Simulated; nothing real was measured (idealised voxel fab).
process module | voxel ribs on slabs
cross-section cut | 155 nm wide | cells 5 nm
A cross-section is a grid of square cells, given in bands from the top down. A band is one or more rows of cells.
Each band's line starts with the height of the band's top and of its bottom, in nm. Then come its materials from left to right, each with its width in nm. One material with "throughout" fills the band from edge to edge. "air" is empty space.
Height 0 is the level under which the wafer as received is all one material. The lowest band goes on downwards, as in "0 down".
A width such as "30 to 40" changes by the same amount from each row of cells to the next, from the band's top row to its bottom row.
"no change" after a step means that no cell of the cross-section changed.
closed voids: empty space of 8 cells or more with no open way to the top, each as width x height at its distance from the left edge, in nm
after a step's settings: what the simulator itself notes on the step
overlay nm, on a step with a mask: how far to the right of its planned place the mask lay; to the left if negative
plan
1 op RECEIVE | material Si
2 op DIRECTIONAL_DEP | material SiO2 | thk nm 20
3 op DIRECTIONAL_DEP | material SiN | thk nm 25
4 op PATTERN | tone cover | mask id RIB | material resist | width nm 30 | thk nm 20 | overlay nm 0
5 op DIRECTIONAL_ETCH | etch materials SiN | depth nm 15
6 op STRIP | etch materials resist
7 op MASKED_ETCH | tone cover | mask id SLAB | width nm 90 | etch materials SiN | depth nm 10 | overlay nm 0
8 op FILL_DEP | material SiO2 | thk nm 15
9 op CMP | height nm 55
10 op DIRECTIONAL_DEP | material W | thk nm 10
11 op PATTERN | tone cover | mask id HEATER | material resist | width nm 40 | thk nm 20 | overlay nm 0
12 op DIRECTIONAL_ETCH | etch materials W | depth nm 10
13 op STRIP | etch materials resist
14 op CONFORMAL_DEP | material SiO2 | thk nm 5
first wafer, as planned
as received, after step 1
  0 down: Si throughout
  closed voids: none
after step 2
  20 to 0: SiO2 throughout
  below 0: unchanged
after step 3
  45 to 20: SiN throughout
  below 20: unchanged
after step 4
  65 to 45: air 60 | resist 30 | air 65
  below 45: unchanged
after step 5
  65 to 45: air 60 | resist 30 | air 65
  45 to 30: air 60 | SiN 30 | air 65
  below 30: unchanged
after step 6
  45 to 30: air 60 | SiN 30 | air 65
  below 30: unchanged
after step 7
  45 to 30: air 60 | SiN 30 | air 65
  30 to 20: air 30 | SiN 90 | air 35
  below 20: unchanged
after step 8
  60 to 45: SiO2 throughout
  45 to 30: SiO2 60 | SiN 30 | SiO2 65
  30 to 20: SiO2 30 | SiN 90 | SiO2 35
  below 20: unchanged
after step 9
  55 to 45: SiO2 throughout
  below 45: unchanged
after step 10
  65 to 55: W throughout
  below 55: unchanged
after step 11
  85 to 65: air 55 | resist 40 | air 60
  below 65: unchanged
after step 12
  85 to 65: air 55 | resist 40 | air 60
  65 to 55: air 55 | W 40 | air 60
  below 55: unchanged
after step 13
  65 to 55: air 55 | W 40 | air 60
  below 55: unchanged
after step 14
  70 to 65: air 50 | SiO2 50 | air 55
  65 to 60: air 50 | SiO2 5 | W 40 | SiO2 5 | air 55
  60 to 55: SiO2 55 | W 40 | SiO2 60
  below 55: unchanged
second wafer: like start, like plan, one mistake. Through step 3 it matches the first wafer
when step 4 should have ended
  65 to 45: air 70 | resist 30 | air 55
  below 45: unchanged
when step 5 should have ended
  65 to 45: air 70 | resist 30 | air 55
  45 to 30: air 70 | SiN 30 | air 55
  below 30: unchanged
when step 6 should have ended
  45 to 30: air 70 | SiN 30 | air 55
  below 30: unchanged
when step 7 should have ended
  45 to 30: air 70 | SiN 30 | air 55
  30 to 20: air 30 | SiN 90 | air 35
  below 20: unchanged
when step 8 should have ended
  60 to 45: SiO2 throughout
  45 to 30: SiO2 70 | SiN 30 | SiO2 55
  30 to 20: SiO2 30 | SiN 90 | SiO2 35
  below 20: unchanged
when step 9 should have ended
  55 to 45: SiO2 throughout
  below 45: unchanged
when step 10 should have ended
  65 to 55: W throughout
  below 55: unchanged
when step 11 should have ended
  85 to 65: air 55 | resist 40 | air 60
  below 65: unchanged
when step 12 should have ended
  85 to 65: air 55 | resist 40 | air 60
  65 to 55: air 55 | W 40 | air 60
  below 55: unchanged
when step 13 should have ended
  65 to 55: air 55 | W 40 | air 60
  below 55: unchanged
when step 14 should have ended
  70 to 65: air 50 | SiO2 50 | air 55
  65 to 60: air 50 | SiO2 5 | W 40 | SiO2 5 | air 55
  60 to 55: SiO2 55 | W 40 | SiO2 60
  below 55: unchanged
what went wrong: step 4 ran as: op PATTERN | tone cover | mask id RIB | material resist | width nm 30 | thk nm 20 | overlay nm 10
at the end the second wafer has, in cells: as many of each material as the first, in other places
